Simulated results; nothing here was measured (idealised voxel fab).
This section sets out a process module, namely voxel released beams.
Xsec cut, 295 nm wide, square cell size 5 nm.
In what follows, cross-sections appear as grids of square cells, described through bands that run from the top down, where every band is one or more rows of cells.
For a band, the entry starts with two heights in nm, that of the top and then that of the bottom, and carries on with the band's materials in order from left to right, each alongside its width in nm; the word "full width" beside a single material means it fills the band edge to edge, and "blank" means empty space.
Beneath 0, the wafer as received is one material, and that level is where height counting begins. The lowest band goes on downward without a bottom; it is written like "0..down".
You'd read "30 to 40" like this: the band's top row of cells is as wide as the first number, its bottom row is as wide as the second, and going down, every row changes width by the same amount as the row before did.
Given "stayed the same" for a step, no cell of the cross-section differs between before and after that step.
Enclosed voids (no open way to top), threshold 8 cells or more, entry "Enclosed cavity list", notation width x height at distance, distance from left edge, nm.
That trailing text on a step's line, after the settings, is the simulator's own remark on the step.
"overlay nm" on a masked step: distance the mask lay right of its planned place, negative for left.

These are the steps we planned for the process:
1,RECEIVE with material Si
2,CONFORMAL_DEP with material Al2O3, thk nm 10
3,DIRECTIONAL_DEP with material SiO2, thk nm 20
4,MASKED_ETCH with tone open, mask id ANCHOR, width nm 35, etch materials SiO2, depth nm 20, overlay nm 0
5,CONFORMAL_DEP with material W, thk nm 10
6,DIRECTIONAL_DEP with material aC, thk nm 15
7,PATTERN with tone cover, mask id BEAM, material resist, width nm 115, thk nm 35, overlay nm 0
8,DIRECTIONAL_ETCH with etch materials aC, depth nm 15
9,STRIP with etch materials resist
10,DIRECTIONAL_ETCH with etch materials W, depth nm 10
11,STRIP with etch materials aC
12,STRIP with etch materials SiO2

So this is the incoming wafer in cross-section - it's already been through step 1:
  0..down: Si full width
  Enclosed cavity list: none

Post-module cross-section: identical start and plan to those above, one misstep in execution:
  35..30: blank (85) / W (10) / blank (25) / W (80) / blank (95)
  30..15: blank (90) / W (5) / blank (25) / W (5) / blank (170)
  15..10: blank (90) / W (35) / blank (170)
  10..0: Al2O3 full width
  0..down: Si full width
  Enclosed cavity list: none
Processing error: heads up, step 5 didn't go per plan, it actually ran as CONFORMAL_DEP with material W, thk nm 5
